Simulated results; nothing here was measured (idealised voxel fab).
The process module that follows is named voxel capacitor over wiring.
We display cut, a cross-section 210 nm in width whose square cells are each 5 nm.
When this document writes out a cross-section, it uses a grid of square cells and lists it as bands, beginning at the top and moving down, with a band standing for one or more rows of cells.
Band entry format. Leading values: height of top, height of bottom, nm. Remainder: materials in left-to-right order, each with its width in nm. Special words: "full width" on a single material, which then fills the band edge to edge; "air", empty space.
For the purposes of this specification, 0 denotes the height below which the wafer in its as-received condition is composed wholly of one material, and the lowermost band, lacking a lower limit, extends downward without end, as expressed in "0 -> down".
Width: "30..40" (first number = top row, second number = bottom row, same change from row to row of cells).
"all unchanged" (step): cross-section cells unchanged, all of them.
This entry, "Closed cavity list", enumerates those empty regions of no fewer than 8 cells that possess no open connection to the top. Each region is reported in the form width x height at distance, the distance being taken from the left edge, with all three quantities expressed in nm.
Step line, after settings: the simulator's comment on this step.
"overlay nm" answers the question of how far to the right of plan the mask lay on a step that has a mask, and when it is negative the answer is to the left.
The process steps that were planned are listed below
1,RECEIVE: material Si
2,CONFORMAL_DEP: material SiO2, thk nm 15
3,DIRECTIONAL_DEP: material TiN, thk nm 5
4,DIRECTIONAL_DEP: material W, thk nm 25
5,MASKED_ETCH: tone cover, mask id METAL_1, width nm 20, pitch nm 80, etch materials W, depth nm 25, overlay nm 0
6,MASKED_ETCH: tone cover, mask id METAL_1, width nm 20, pitch nm 80, etch materials TiN, depth nm 5, overlay nm 0
7,CONFORMAL_DEP: material SiN, thk nm 5
8,FILL_DEP: material lowk, thk nm 5
9,CMP: height nm 45
10,CONFORMAL_DEP: material SiCN, thk nm 5
11,DIRECTIONAL_DEP: material SiO2, thk nm 10
12,MASKED_ETCH: tone open, mask id PLUG_1, width nm 15, etch materials SiO2, depth nm 10, overlay nm 0
13,MASKED_ETCH: tone open, mask id PLUG_1, width nm 15, etch materials SiCN, depth nm 5, overlay nm 0
14,CONFORMAL_DEP: material TiN, thk nm 5
15,FILL_DEP: material Cu, thk nm 5
16,CMP: height nm 60
17,DIRECTIONAL_DEP: material TiN, thk nm 5
18,DIRECTIONAL_DEP: material Al2O3, thk nm 5
19,DIRECTIONAL_DEP: material TiN, thk nm 10
20,DIRECTIONAL_DEP: material aC, thk nm 10
21,PATTERN: tone cover, mask id UPPER_PLATE, material resist, width nm 65, thk nm 25, overlay nm 0
22,DIRECTIONAL_ETCH: etch materials aC, depth nm 10
23,STRIP: etch materials resist
24,DIRECTIONAL_ETCH: etch materials TiN, depth nm 10
25,DIRECTIONAL_ETCH: etch materials Al2O3, depth nm 5
26,STRIP: etch materials aC
27,DIRECTIONAL_DEP: material aC, thk nm 10
28,PATTERN: tone cover, mask id LOWER_PLATE, material resist, width nm 75, thk nm 30, overlay nm 0
29,DIRECTIONAL_ETCH: etch materials aC, depth nm 10
30,STRIP: etch materials resist
31,DIRECTIONAL_ETCH: etch materials TiN, depth nm 5
32,STRIP: etch materials aC
33,FILL_DEP: material SiO2, thk nm 20
34,CMP: height nm 95
35,MASKED_ETCH: tone open, mask id PLUG_2, width nm 15, etch materials SiO2, depth nm 15, overlay nm 0
36,CONFORMAL_DEP: material TiN, thk nm 5
37,FILL_DEP: material Ru, thk nm 5
38,CMP: height nm 95
39,CONFORMAL_DEP: material SiCN, thk nm 5
The first of a set of two wafers, run to plan
Cross-section of the incoming wafer, state after step 1
0 -> down = Si full width
Closed cavity list: none
Cross-section through the wafer, step 2 finished
15 -> 0 = SiO2 full width
Nothing below the height 0 has changed.
Cross-section through the wafer, step 3 finished
20 -> 15 = TiN full width
Nothing below the height 15 has changed.
Cross-section through the wafer, step 4 finished
45 -> 20 = W full width
Nothing below the height 20 has changed.
Cross-section through the wafer, step 5 finished
45 -> 20 = air (55) / W (20) / air (60) / W (20) / air (55)
Nothing below the height 20 has changed.
Cross-section through the wafer, step 6 finished
45 -> 20 = air (55) / W (20) / air (60) / W (20) / air (55)
20 -> 15 = air (55) / TiN (20) / air (60) / TiN (20) / air (55)
Nothing below the height 15 has changed.
Cross-section through the wafer, step 7 finished
50 -> 45 = air (50) / SiN (30) / air (50) / SiN (30) / air (50)
45 -> 20 = air (50) / SiN (5) / W (20) / SiN (5) / air (50) / SiN (5) / W (20) / SiN (5) / air (50)
20 -> 15 = SiN (55) / TiN (20) / SiN (60) / TiN (20) / SiN (55)
Nothing below the height 15 has changed.
Cross-section through the wafer, step 8 finished
55 -> 50 = lowk full width
50 -> 45 = lowk (50) / SiN (30) / lowk (50) / SiN (30) / lowk (50)
45 -> 20 = lowk (50) / SiN (5) / W (20) / SiN (5) / lowk (50) / SiN (5) / W (20) / SiN (5) / lowk (50)
Nothing below the height 20 has changed.
Cross-section through the wafer, step 9 finished
45 -> 20 = lowk (50) / SiN (5) / W (20) / SiN (5) / lowk (50) / SiN (5) / W (20) / SiN (5) / lowk (50)
Nothing below the height 20 has changed.
Cross-section through the wafer, step 10 finished
50 -> 45 = SiCN full width
Nothing below the height 45 has changed.
Cross-section through the wafer, step 11 finished
60 -> 50 = SiO2 full width
Nothing below the height 50 has changed.
Cross-section through the wafer, step 12 finished
60 -> 50 = SiO2 (60) / air (15) / SiO2 (135)
Nothing below the height 50 has changed.
Cross-section through the wafer, step 13 finished
60 -> 50 = SiO2 (60) / air (15) / SiO2 (135)
50 -> 45 = SiCN (60) / air (15) / SiCN (135)
Nothing below the height 45 has changed.
Cross-section through the wafer, step 14 finished
65 -> 60 = TiN (65) / air (5) / TiN (140)
60 -> 50 = SiO2 (60) / TiN (5) / air (5) / TiN (5) / SiO2 (135)
50 -> 45 = SiCN (60) / TiN (15) / SiCN (135)
Nothing below the height 45 has changed.
Cross-section through the wafer, step 15 finished
70 -> 65 = Cu full width
65 -> 60 = TiN (65) / Cu (5) / TiN (140)
60 -> 50 = SiO2 (60) / TiN (5) / Cu (5) / TiN (5) / SiO2 (135)
Nothing below the height 50 has changed.
Cross-section through the wafer, step 16 finished
60 -> 50 = SiO2 (60) / TiN (5) / Cu (5) / TiN (5) / SiO2 (135)
Nothing below the height 50 has changed.
Cross-section through the wafer, step 17 finished
65 -> 60 = TiN full width
Nothing below the height 60 has changed.
Cross-section through the wafer, step 18 finished
70 -> 65 = Al2O3 full width
Nothing below the height 65 has changed.
Cross-section through the wafer, step 19 finished
80 -> 70 = TiN full width
Nothing below the height 70 has changed.
Cross-section through the wafer, step 20 finished
90 -> 80 = aC full width
Nothing below the height 80 has changed.
Cross-section through the wafer, step 21 finished
115 -> 90 = air (60) / resist (65) / air (85)
Nothing below the height 90 has changed.
Cross-section through the wafer, step 22 finished
105 -> 90 = air (60) / resist (65) / air (85)
90 -> 80 = air (60) / aC (65) / air (85)
Nothing below the height 80 has changed.
Cross-section through the wafer, step 23 finished
90 -> 80 = air (60) / aC (65) / air (85)
Nothing below the height 80 has changed.
Cross-section through the wafer, step 24 finished
90 -> 80 = air (60) / aC (65) / air (85)
80 -> 70 = air (60) / TiN (65) / air (85)
Nothing below the height 70 has changed.
Cross-section through the wafer, step 25 finished
90 -> 80 = air (60) / aC (65) / air (85)
80 -> 70 = air (60) / TiN (65) / air (85)
70 -> 65 = air (60) / Al2O3 (65) / air (85)
Nothing below the height 65 has changed.
Cross-section through the wafer, step 26 finished
80 -> 70 = air (60) / TiN (65) / air (85)
Nothing below the height 70 has changed.
Cross-section through the wafer, step 27 finished
90 -> 80 = air (60) / aC (65) / air (85)
80 -> 75 = air (60) / TiN (65) / air (85)
75 -> 70 = aC (60) / TiN (65) / aC (85)
70 -> 65 = aC (60) / Al2O3 (65) / aC (85)
Nothing below the height 65 has changed.
Cross-section through the wafer, step 28 finished
120 -> 90 = air (55) / resist (75) / air (80)
90 -> 80 = air (55) / resist (5) / aC (65) / resist (5) / air (80)
80 -> 75 = air (55) / resist (5) / TiN (65) / resist (5) / air (80)
Nothing below the height 75 has changed.
Cross-section through the wafer, step 29 finished
110 -> 90 = air (55) / resist (75) / air (80)
90 -> 80 = air (55) / resist (5) / aC (65) / resist (5) / air (80)
80 -> 75 = air (55) / resist (5) / TiN (65) / resist (5) / air (80)
75 -> 70 = air (55) / aC (5) / TiN (65) / aC (5) / air (80)
70 -> 65 = air (55) / aC (5) / Al2O3 (65) / aC (5) / air (80)
Nothing below the height 65 has changed.
Cross-section through the wafer, step 30 finished
90 -> 80 = air (60) / aC (65) / air (85)
80 -> 75 = air (60) / TiN (65) / air (85)
Nothing below the height 75 has changed.
Cross-section through the wafer, step 31 finished
90 -> 80 = air (60) / aC (65) / air (85)
80 -> 75 = air (60) / TiN (65) / air (85)
75 -> 70 = air (55) / aC (5) / TiN (65) / aC (5) / air (80)
70 -> 65 = air (55) / aC (5) / Al2O3 (65) / aC (5) / air (80)
65 -> 60 = air (55) / TiN (75) / air (80)
Nothing below the height 60 has changed.
Cross-section through the wafer, step 32 finished
80 -> 70 = air (60) / TiN (65) / air (85)
70 -> 65 = air (60) / Al2O3 (65) / air (85)
Nothing below the height 65 has changed.
Cross-section through the wafer, step 33 finished
100 -> 80 = SiO2 full width
80 -> 70 = SiO2 (60) / TiN (65) / SiO2 (85)
70 -> 65 = SiO2 (60) / Al2O3 (65) / SiO2 (85)
65 -> 60 = SiO2 (55) / TiN (75) / SiO2 (80)
Nothing below the height 60 has changed.
Cross-section through the wafer, step 34 finished
95 -> 80 = SiO2 full width
Nothing below the height 80 has changed.
Cross-section through the wafer, step 35 finished
95 -> 80 = SiO2 (70) / air (15) / SiO2 (125)
Nothing below the height 80 has changed.
Cross-section through the wafer, step 36 finished
100 -> 95 = TiN (75) / air (5) / TiN (130)
95 -> 85 = SiO2 (70) / TiN (5) / air (5) / TiN (5) / SiO2 (125)
85 -> 80 = SiO2 (70) / TiN (15) / SiO2 (125)
Nothing below the height 80 has changed.
Cross-section through the wafer, step 37 finished
105 -> 100 = Ru full width
100 -> 95 = TiN (75) / Ru (5) / TiN (130)
95 -> 85 = SiO2 (70) / TiN (5) / Ru (5) / TiN (5) / SiO2 (125)
Nothing below the height 85 has changed.
Cross-section through the wafer, step 38 finished
95 -> 85 = SiO2 (70) / TiN (5) / Ru (5) / TiN (5) / SiO2 (125)
Nothing below the height 85 has changed.
Cross-section through the wafer, step 39 finished
100 -> 95 = SiCN full width
Nothing below the height 95 has changed.
The remaining wafer, second of the two, started like the first and was run to the same plan, except that one mistake was made along the way; the two coincide through step 1, inclusive
Planned end of step 2: second wafer, cross-section
30 -> 0 = SiO2 full width
Nothing below the height 0 has changed.
Planned end of step 3: second wafer, cross-section
35 -> 30 = TiN full width
Nothing below the height 30 has changed.
Planned end of step 4: second wafer, cross-section
60 -> 35 = W full width
Nothing below the height 35 has changed.
Planned end of step 5: second wafer, cross-section
60 -> 35 = air (55) / W (20) / air (60) / W (20) / air (55)
Nothing below the height 35 has changed.
Planned end of step 6: second wafer, cross-section
60 -> 35 = air (55) / W (20) / air (60) / W (20) / air (55)
35 -> 30 = air (55) / TiN (20) / air (60) / TiN (20) / air (55)
Nothing below the height 30 has changed.
Planned end of step 7: second wafer, cross-section
65 -> 60 = air (50) / SiN (30) / air (50) / SiN (30) / air (50)
60 -> 35 = air (50) / SiN (5) / W (20) / SiN (5) / air (50) / SiN (5) / W (20) / SiN (5) / air (50)
35 -> 30 = SiN (55) / TiN (20) / SiN (60) / TiN (20) / SiN (55)
Nothing below the height 30 has changed.
Planned end of step 8: second wafer, cross-section
70 -> 65 = lowk full width
65 -> 60 = lowk (50) / SiN (30) / lowk (50) / SiN (30) / lowk (50)
60 -> 35 = lowk (50) / SiN (5) / W (20) / SiN (5) / lowk (50) / SiN (5) / W (20) / SiN (5) / lowk (50)
Nothing below the height 35 has changed.
Planned end of step 9: second wafer, cross-section
45 -> 35 = lowk (50) / SiN (5) / W (20) / SiN (5) / lowk (50) / SiN (5) / W (20) / SiN (5) / lowk (50)
Nothing below the height 35 has changed.
Planned end of step 10: second wafer, cross-section
50 -> 45 = SiCN full width
Nothing below the height 45 has changed.
Planned end of step 11: second wafer, cross-section
60 -> 50 = SiO2 full width
Nothing below the height 50 has changed.
Planned end of step 12: second wafer, cross-section
60 -> 50 = SiO2 (60) / air (15) / SiO2 (135)
Nothing below the height 50 has changed.
Planned end of step 13: second wafer, cross-section
60 -> 50 = SiO2 (60) / air (15) / SiO2 (135)
50 -> 45 = SiCN (60) / air (15) / SiCN (135)
Nothing below the height 45 has changed.
Planned end of step 14: second wafer, cross-section
65 -> 60 = TiN (65) / air (5) / TiN (140)
60 -> 50 = SiO2 (60) / TiN (5) / air (5) / TiN (5) / SiO2 (135)
50 -> 45 = SiCN (60) / TiN (15) / SiCN (135)
Nothing below the height 45 has changed.
Planned end of step 15: second wafer, cross-section
70 -> 65 = Cu full width
65 -> 60 = TiN (65) / Cu (5) / TiN (140)
60 -> 50 = SiO2 (60) / TiN (5) / Cu (5) / TiN (5) / SiO2 (135)
Nothing below the height 50 has changed.
Planned end of step 16: second wafer, cross-section
60 -> 50 = SiO2 (60) / TiN (5) / Cu (5) / TiN (5) / SiO2 (135)
Nothing below the height 50 has changed.
Planned end of step 17: second wafer, cross-section
65 -> 60 = TiN full width
Nothing below the height 60 has changed.
Planned end of step 18: second wafer, cross-section
70 -> 65 = Al2O3 full width
Nothing below the height 65 has changed.
Planned end of step 19: second wafer, cross-section
80 -> 70 = TiN full width
Nothing below the height 70 has changed.
Planned end of step 20: second wafer, cross-section
90 -> 80 = aC full width
Nothing below the height 80 has changed.
Planned end of step 21: second wafer, cross-section
115 -> 90 = air (60) / resist (65) / air (85)
Nothing below the height 90 has changed.
Planned end of step 22: second wafer, cross-section
105 -> 90 = air (60) / resist (65) / air (85)
90 -> 80 = air (60) / aC (65) / air (85)
Nothing below the height 80 has changed.
Planned end of step 23: second wafer, cross-section
90 -> 80 = air (60) / aC (65) / air (85)
Nothing below the height 80 has changed.
Planned end of step 24: second wafer, cross-section
90 -> 80 = air (60) / aC (65) / air (85)
80 -> 70 = air (60) / TiN (65) / air (85)
Nothing below the height 70 has changed.
Planned end of step 25: second wafer, cross-section
90 -> 80 = air (60) / aC (65) / air (85)
80 -> 70 = air (60) / TiN (65) / air (85)
70 -> 65 = air (60) / Al2O3 (65) / air (85)
Nothing below the height 65 has changed.
Planned end of step 26: second wafer, cross-section
80 -> 70 = air (60) / TiN (65) / air (85)
Nothing below the height 70 has changed.
Planned end of step 27: second wafer, cross-section
90 -> 80 = air (60) / aC (65) / air (85)
80 -> 75 = air (60) / TiN (65) / air (85)
75 -> 70 = aC (60) / TiN (65) / aC (85)
70 -> 65 = aC (60) / Al2O3 (65) / aC (85)
Nothing below the height 65 has changed.
Planned end of step 28: second wafer, cross-section
120 -> 90 = air (55) / resist (75) / air (80)
90 -> 80 = air (55) / resist (5) / aC (65) / resist (5) / air (80)
80 -> 75 = air (55) / resist (5) / TiN (65) / resist (5) / air (80)
Nothing below the height 75 has changed.
Planned end of step 29: second wafer, cross-section
110 -> 90 = air (55) / resist (75) / air (80)
90 -> 80 = air (55) / resist (5) / aC (65) / resist (5) / air (80)
80 -> 75 = air (55) / resist (5) / TiN (65) / resist (5) / air (80)
75 -> 70 = air (55) / aC (5) / TiN (65) / aC (5) / air (80)
70 -> 65 = air (55) / aC (5) / Al2O3 (65) / aC (5) / air (80)
Nothing below the height 65 has changed.
Planned end of step 30: second wafer, cross-section
90 -> 80 = air (60) / aC (65) / air (85)
80 -> 75 = air (60) / TiN (65) / air (85)
Nothing below the height 75 has changed.
Planned end of step 31: second wafer, cross-section
90 -> 80 = air (60) / aC (65) / air (85)
80 -> 75 = air (60) / TiN (65) / air (85)
75 -> 70 = air (55) / aC (5) / TiN (65) / aC (5) / air (80)
70 -> 65 = air (55) / aC (5) / Al2O3 (65) / aC (5) / air (80)
65 -> 60 = air (55) / TiN (75) / air (80)
Nothing below the height 60 has changed.
Planned end of step 32: second wafer, cross-section
80 -> 70 = air (60) / TiN (65) / air (85)
70 -> 65 = air (60) / Al2O3 (65) / air (85)
Nothing below the height 65 has changed.
Planned end of step 33: second wafer, cross-section
100 -> 80 = SiO2 full width
80 -> 70 = SiO2 (60) / TiN (65) / SiO2 (85)
70 -> 65 = SiO2 (60) / Al2O3 (65) / SiO2 (85)
65 -> 60 = SiO2 (55) / TiN (75) / SiO2 (80)
Nothing below the height 60 has changed.
Planned end of step 34: second wafer, cross-section
95 -> 80 = SiO2 full width
Nothing below the height 80 has changed.
Planned end of step 35: second wafer, cross-section
95 -> 80 = SiO2 (70) / air (15) / SiO2 (125)
Nothing below the height 80 has changed.
Planned end of step 36: second wafer, cross-section
100 -> 95 = TiN (75) / air (5) / TiN (130)
95 -> 85 = SiO2 (70) / TiN (5) / air (5) / TiN (5) / SiO2 (125)
85 -> 80 = SiO2 (70) / TiN (15) / SiO2 (125)
Nothing below the height 80 has changed.
Planned end of step 37: second wafer, cross-section
105 -> 100 = Ru full width
100 -> 95 = TiN (75) / Ru (5) / TiN (130)
95 -> 85 = SiO2 (70) / TiN (5) / Ru (5) / TiN (5) / SiO2 (125)
Nothing below the height 85 has changed.
Planned end of step 38: second wafer, cross-section
95 -> 85 = SiO2 (70) / TiN (5) / Ru (5) / TiN (5) / SiO2 (125)
Nothing below the height 85 has changed.
Planned end of step 39: second wafer, cross-section
100 -> 95 = SiCN full width
Nothing below the height 95 has changed.
What went wrong in running the wafer? heads up, step 2 of the plan got done twice
End check, counted in cells, second wafer has more or fewer of these materials than the first: SiN -12; SiO2 +126; W -24; lowk -90
